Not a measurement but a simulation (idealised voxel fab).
The process module that follows is named voxel spacer lines.
We display cut, a cross-section 240 nm in width whose square cells are each 5 nm.
For the purposes of this document, a cross-section shall be understood as a grid of square cells, specified as bands listed in top-to-bottom order, each band consisting of one or more rows of cells. A band entry consists of two parts. The first gives the height of the band's top and the height of its bottom, in nm. The rest lists the band's materials from left to right, each with its width in nm. A single material labelled with the word "edge to edge" fills the band from edge to edge, and the word "blank" marks empty space. Height 0 is the level under which the wafer as received is all one material. The lowest band goes on downwards, as in "0..down". A width such as "30 to 40" changes by the same amount from each row of cells to the next, from the band's top row to its bottom row. For the purposes of this document, the phrase "no alteration" attached to a step denotes that no cell within the cross-section was modified by that step. Basically, "Closed internal cavities" tells you about the enclosed voids: empty spaces with no open way to the top, 8 cells or bigger, each written width x height at distance, where distance is from the left edge, all in nm. Read whatever lies past the settings on a step's line as the simulator's own remark about the step. "overlay nm" denotes, for a step that has a mask, the displacement of the mask to the right of its planned place, with negative values corresponding to the left.
The planned process steps are enumerated hereunder
1) RECEIVE [material Si]
2) CONFORMAL_DEP [material Al2O3] [thk nm 10]
3) DIRECTIONAL_DEP [material polySi] [thk nm 20]
4) DIRECTIONAL_DEP [material aC] [thk nm 30]
5) PATTERN [tone cover] [mask id MANDREL] [material resist] [width nm 20] [pitch nm 60] [thk nm 40] [overlay nm 0]
6) DIRECTIONAL_ETCH [etch materials aC] [depth nm 30]
7) STRIP [etch materials resist]
8) CONFORMAL_DEP [material SiO2] [thk nm 10]
9) DIRECTIONAL_ETCH [etch materials SiO2] [depth nm 10]
10) STRIP [etch materials aC]
11) DIRECTIONAL_ETCH [etch materials polySi] [depth nm 20]
12) STRIP [etch materials SiO2]
What follows covers the first of two wafers; it ran as planned
Delivered wafer in cross-section: state after step 1
- 0..down | Si edge to edge
- Closed internal cavities: none
Upon completion of step 2, the wafer appears in cross-section as shown
- 10..0 | Al2O3 edge to edge
- Whatever lies below 0 is exactly as it was before.
Upon completion of step 3, the wafer appears in cross-section as shown
- 30..10 | polySi edge to edge
- Whatever lies below 10 is exactly as it was before.
Upon completion of step 4, the wafer appears in cross-section as shown
- 60..30 | aC edge to edge
- Whatever lies below 30 is exactly as it was before.
Upon completion of step 5, the wafer appears in cross-section as shown
- 100..60 | 50 blank; 20 resist; 40 blank; 20 resist; 40 blank; 20 resist; 50 blank
- Whatever lies below 60 is exactly as it was before.
Upon completion of step 6, the wafer appears in cross-section as shown
- 70..60 | 50 blank; 20 resist; 40 blank; 20 resist; 40 blank; 20 resist; 50 blank
- 60..30 | 50 blank; 20 aC; 40 blank; 20 aC; 40 blank; 20 aC; 50 blank
- Whatever lies below 30 is exactly as it was before.
Upon completion of step 7, the wafer appears in cross-section as shown
- 60..30 | 50 blank; 20 aC; 40 blank; 20 aC; 40 blank; 20 aC; 50 blank
- Whatever lies below 30 is exactly as it was before.
Upon completion of step 8, the wafer appears in cross-section as shown
- 70..60 | 40 blank; 40 SiO2; 20 blank; 40 SiO2; 20 blank; 40 SiO2; 40 blank
- 60..40 | 40 blank; 10 SiO2; 20 aC; 10 SiO2; 20 blank; 10 SiO2; 20 aC; 10 SiO2; 20 blank; 10 SiO2; 20 aC; 10 SiO2; 40 blank
- 40..30 | 50 SiO2; 20 aC; 40 SiO2; 20 aC; 40 SiO2; 20 aC; 50 SiO2
- Whatever lies below 30 is exactly as it was before.
Upon completion of step 9, the wafer appears in cross-section as shown
- 60..30 | 40 blank; 10 SiO2; 20 aC; 10 SiO2; 20 blank; 10 SiO2; 20 aC; 10 SiO2; 20 blank; 10 SiO2; 20 aC; 10 SiO2; 40 blank
- Whatever lies below 30 is exactly as it was before.
Upon completion of step 10, the wafer appears in cross-section as shown
- 60..30 | 40 blank; 10 SiO2; 20 blank; 10 SiO2; 20 blank; 10 SiO2; 20 blank; 10 SiO2; 20 blank; 10 SiO2; 20 blank; 10 SiO2; 40 blank
- Whatever lies below 30 is exactly as it was before.
Upon completion of step 11, the wafer appears in cross-section as shown
- 60..30 | 40 blank; 10 SiO2; 20 blank; 10 SiO2; 20 blank; 10 SiO2; 20 blank; 10 SiO2; 20 blank; 10 SiO2; 20 blank; 10 SiO2; 40 blank
- 30..10 | 40 blank; 10 polySi; 20 blank; 10 polySi; 20 blank; 10 polySi; 20 blank; 10 polySi; 20 blank; 10 polySi; 20 blank; 10 polySi; 40 blank
- Whatever lies below 10 is exactly as it was before.
Upon completion of step 12, the wafer appears in cross-section as shown
- 30..10 | 40 blank; 10 polySi; 20 blank; 10 polySi; 20 blank; 10 polySi; 20 blank; 10 polySi; 20 blank; 10 polySi; 20 blank; 10 polySi; 40 blank
- Whatever lies below 10 is exactly as it was before.
Wafer two. Identical start, identical plan. One mistake in execution. Identical history through step 1
Cross-sectional view of the second wafer at the intended end time of process step 2
- 15..0 | Al2O3 edge to edge
- Whatever lies below 0 is exactly as it was before.
Cross-sectional view of the second wafer at the intended end time of process step 3
- 35..15 | polySi edge to edge
- Whatever lies below 15 is exactly as it was before.
Cross-sectional view of the second wafer at the intended end time of process step 4
- 65..35 | aC edge to edge
- Whatever lies below 35 is exactly as it was before.
Cross-sectional view of the second wafer at the intended end time of process step 5
- 105..65 | 50 blank; 20 resist; 40 blank; 20 resist; 40 blank; 20 resist; 50 blank
- Whatever lies below 65 is exactly as it was before.
Cross-sectional view of the second wafer at the intended end time of process step 6
- 75..65 | 50 blank; 20 resist; 40 blank; 20 resist; 40 blank; 20 resist; 50 blank
- 65..35 | 50 blank; 20 aC; 40 blank; 20 aC; 40 blank; 20 aC; 50 blank
- Whatever lies below 35 is exactly as it was before.
Cross-sectional view of the second wafer at the intended end time of process step 7
- 65..35 | 50 blank; 20 aC; 40 blank; 20 aC; 40 blank; 20 aC; 50 blank
- Whatever lies below 35 is exactly as it was before.
Cross-sectional view of the second wafer at the intended end time of process step 8
- 75..65 | 40 blank; 40 SiO2; 20 blank; 40 SiO2; 20 blank; 40 SiO2; 40 blank
- 65..45 | 40 blank; 10 SiO2; 20 aC; 10 SiO2; 20 blank; 10 SiO2; 20 aC; 10 SiO2; 20 blank; 10 SiO2; 20 aC; 10 SiO2; 40 blank
- 45..35 | 50 SiO2; 20 aC; 40 SiO2; 20 aC; 40 SiO2; 20 aC; 50 SiO2
- Whatever lies below 35 is exactly as it was before.
Cross-sectional view of the second wafer at the intended end time of process step 9
- 65..35 | 40 blank; 10 SiO2; 20 aC; 10 SiO2; 20 blank; 10 SiO2; 20 aC; 10 SiO2; 20 blank; 10 SiO2; 20 aC; 10 SiO2; 40 blank
- Whatever lies below 35 is exactly as it was before.
Cross-sectional view of the second wafer at the intended end time of process step 10
- 65..35 | 40 blank; 10 SiO2; 20 blank; 10 SiO2; 20 blank; 10 SiO2; 20 blank; 10 SiO2; 20 blank; 10 SiO2; 20 blank; 10 SiO2; 40 blank
- Whatever lies below 35 is exactly as it was before.
Cross-sectional view of the second wafer at the intended end time of process step 11
- 65..35 | 40 blank; 10 SiO2; 20 blank; 10 SiO2; 20 blank; 10 SiO2; 20 blank; 10 SiO2; 20 blank; 10 SiO2; 20 blank; 10 SiO2; 40 blank
- 35..15 | 40 blank; 10 polySi; 20 blank; 10 polySi; 20 blank; 10 polySi; 20 blank; 10 polySi; 20 blank; 10 polySi; 20 blank; 10 polySi; 40 blank
- Whatever lies below 15 is exactly as it was before.
Cross-sectional view of the second wafer at the intended end time of process step 12
- 35..15 | 40 blank; 10 polySi; 20 blank; 10 polySi; 20 blank; 10 polySi; 20 blank; 10 polySi; 20 blank; 10 polySi; 20 blank; 10 polySi; 40 blank
- Whatever lies below 15 is exactly as it was before.
The mistake made against the process plan was this: off-plan run, step 2, actual operation and settings CONFORMAL_DEP [material Al2O3] [thk nm 15]
Final wafer comparison in cells, second versus first, more or fewer per material: Al2O3 +48
